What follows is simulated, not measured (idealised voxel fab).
Proc. module: voxel gate over fins
For reference, the cross-section in this document is cut, with width 260 nm and square cells of 5 nm.
The cross-sections in this document take the form of a grid made of square cells. They are written out as bands, in order from top to bottom. Each band consists of one or more rows of cells. Each band's line starts with the height of the band's top and of its bottom, in nm. Then come its materials from left to right, each with its width in nm. One material with "edge to edge" fills the band from edge to edge. "blank" is empty space. All heights in this document are referenced to 0, defined as the level beneath which the wafer, as received, consists entirely of one material. The lowest band is not bounded below; it extends indefinitely downward and is written in the form "0 down". The notation "30 to 40" denotes a width that varies across the rows of cells in the band, beginning at the first number in the top row, finishing at the second number in the bottom row, and changing by an identical amount from each row to the next. "nothing was modified", as given for a step, is the statement that not any cell of the cross-section underwent a change during that step. Listed in "Trapped cavities": every empty space of 8 or more cells without an open way to the top. Form: width x height at distance, the distance being from the left edge, all in nm. That trailing text on a step's line, after the settings, is the simulator's own remark on the step. overlay nm: for a step with a mask, the amount by which the mask lay right of where it was planned; a negative amount means left of it.

PLAN
1 op RECEIVE | material Si
2 op CONFORMAL_DEP | material SiN | thk nm 10
3 op DIRECTIONAL_DEP | material aC | thk nm 10
4 op PATTERN | tone cover | mask id FINS | material resist | width nm 15 | pitch nm 40 | thk nm 30 | overlay nm 0
5 op DIRECTIONAL_ETCH | etch materials aC | depth nm 10
6 op STRIP | etch materials resist
7 op DIRECTIONAL_ETCH | etch materials SiN | depth nm 10
8 op DIRECTIONAL_ETCH | etch materials Si | depth nm 30
9 op STRIP | etch materials aC
10 op FILL_DEP | material SiO2 | thk nm 5
11 op CMP | height nm 10
12 op SELECTIVE_ETCH | etch materials SiO2 | depth nm 25
13 op STRIP | etch materials SiN
14 op CONFORMAL_DEP | material HfO2 | thk nm 5
15 op CONFORMAL_DEP | material TiN | thk nm 5
16 op CONFORMAL_DEP | material TiAl | thk nm 5
17 op CONFORMAL_DEP | material TiN | thk nm 5
18 op FILL_DEP | material W | thk nm 10
19 op CMP | height nm 25
20 op CONFORMAL_DEP | material SiCN | thk nm 10
The value of width nm given for step 4 in the plan refers to the first wafer; the wafers vary in this setting and are alike at the start.

AFTER STEP 1, AS RECEIVED: FIRST OF SEVERAL WAFERS, CROSS-SECTION
> 0 down | Si edge to edge
> Trapped cavities: none

BELOW: A ROW PER WAFER. CONTENTS AT END OF MODULE: FOR EVERY MATERIAL, CELLS GAINED SINCE RECEIPT (+) OR LOST SINCE RECEIPT (-); THEN CLOSED VOIDS
width nm 15 | +64 HfO2 | -276 Si | +104 SiCN | +138 SiO2 | +61 TiAl | +122 TiN | +151 W | Trapped cavities: none
width nm 20 | +64 HfO2 | -264 Si | +104 SiCN | +132 SiO2 | +58 TiAl | +122 TiN | +148 W | Trapped cavities: none
width nm 25 | +64 HfO2 | -252 Si | +104 SiCN | +126 SiO2 | +58 TiAl | +119 TiN | +145 W | Trapped cavities: none
